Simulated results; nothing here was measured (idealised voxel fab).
Process module in this document: voxel gate over fins
FYI the section here is cut, 290 nm wide, cells are 5 nm squares.
The cross-sections in this document take the form of a grid made of square cells. They are written out as bands, in order from top to bottom. Each band consists of one or more rows of cells.
Band: top and bottom heights (nm) first, top before bottom; then materials from left to right, widths in nm. "edge to edge" marks a sole material filling the band edge to edge. "empty" denotes empty space.
Ref level 0: as-received wafer is one material below here. Bottom band extends down with no lower bound ("z 0 and below").
So if you see something like "30 to 40" for the width, read it as the top row of the band sitting at the first number and the bottom row at the second, with every row in between moving by the same amount as the last.
No cell of the cross-section changed in a step that is given as "nothing different".
"Entrapped void list": empty spaces of 8 cells or more with no open way to the top, each given as width x height at distance, distance from the left edge, all in nm.
Where a step's line continues beyond its settings, the continuation is a remark by the simulator itself on that step.
overlay nm: mask offset rightward from planned place, masked step; negative means leftward offset.

Process steps - plan:
step 1: RECEIVE | material Si
step 2: CONFORMAL_DEP | material SiN | thk nm 5
step 3: MASKED_ETCH | tone cover | mask id FINS | width nm 15 | pitch nm 35 | etch materials SiN | depth nm 5 | overlay nm 0
step 4: MASKED_ETCH | tone cover | mask id FINS | width nm 15 | pitch nm 35 | etch materials Si | depth nm 25 | overlay nm 0
step 5: FILL_DEP | material SiO2 | thk nm 5
step 6: CMP | height nm 5
step 7: SELECTIVE_ETCH | etch materials SiO2 | depth nm 15
step 8: STRIP | etch materials SiN
step 9: CONFORMAL_DEP | material HfO2 | thk nm 5
step 10: CONFORMAL_DEP | material TiN | thk nm 5
step 11: FILL_DEP | material W | thk nm 15
step 12: CMP | height nm 20
step 13: CONFORMAL_DEP | material SiCN | thk nm 5
The depth nm used in step 4 is not the same on every wafer, whereas the starting condition is; the value printed in the plan is the first wafer's.

So this is the first of several wafers, cross-sectioned as it came to us, meaning it's at the end of step 1:
z 0 and below | Si edge to edge
Entrapped void list: none

Basically each wafer gets a line in the table, showing it at the end of the module: material by material, the cells it gained (+) or lost (-) since we got it, then its closed voids:
depth nm 25 | +66 HfO2 | -260 Si | +58 SiCN | +156 SiO2 | +66 TiN | +204 W | Entrapped void list: none
depth nm 30 | +66 HfO2 | -312 Si | +58 SiCN | +208 SiO2 | +66 TiN | +204 W | Entrapped void list: none
depth nm 35 | +66 HfO2 | -364 Si | +58 SiCN | +260 SiO2 | +66 TiN | +204 W | Entrapped void list: none
depth nm 40 | +66 HfO2 | -416 Si | +58 SiCN | +312 SiO2 | +66 TiN | +204 W | Entrapped void list: none
depth nm 45 | +66 HfO2 | -468 Si | +58 SiCN | +364 SiO2 | +66 TiN | +204 W | Entrapped void list: none
depth nm 50 | +66 HfO2 | -520 Si | +58 SiCN | +416 SiO2 | +66 TiN | +204 W | Entrapped void list: none
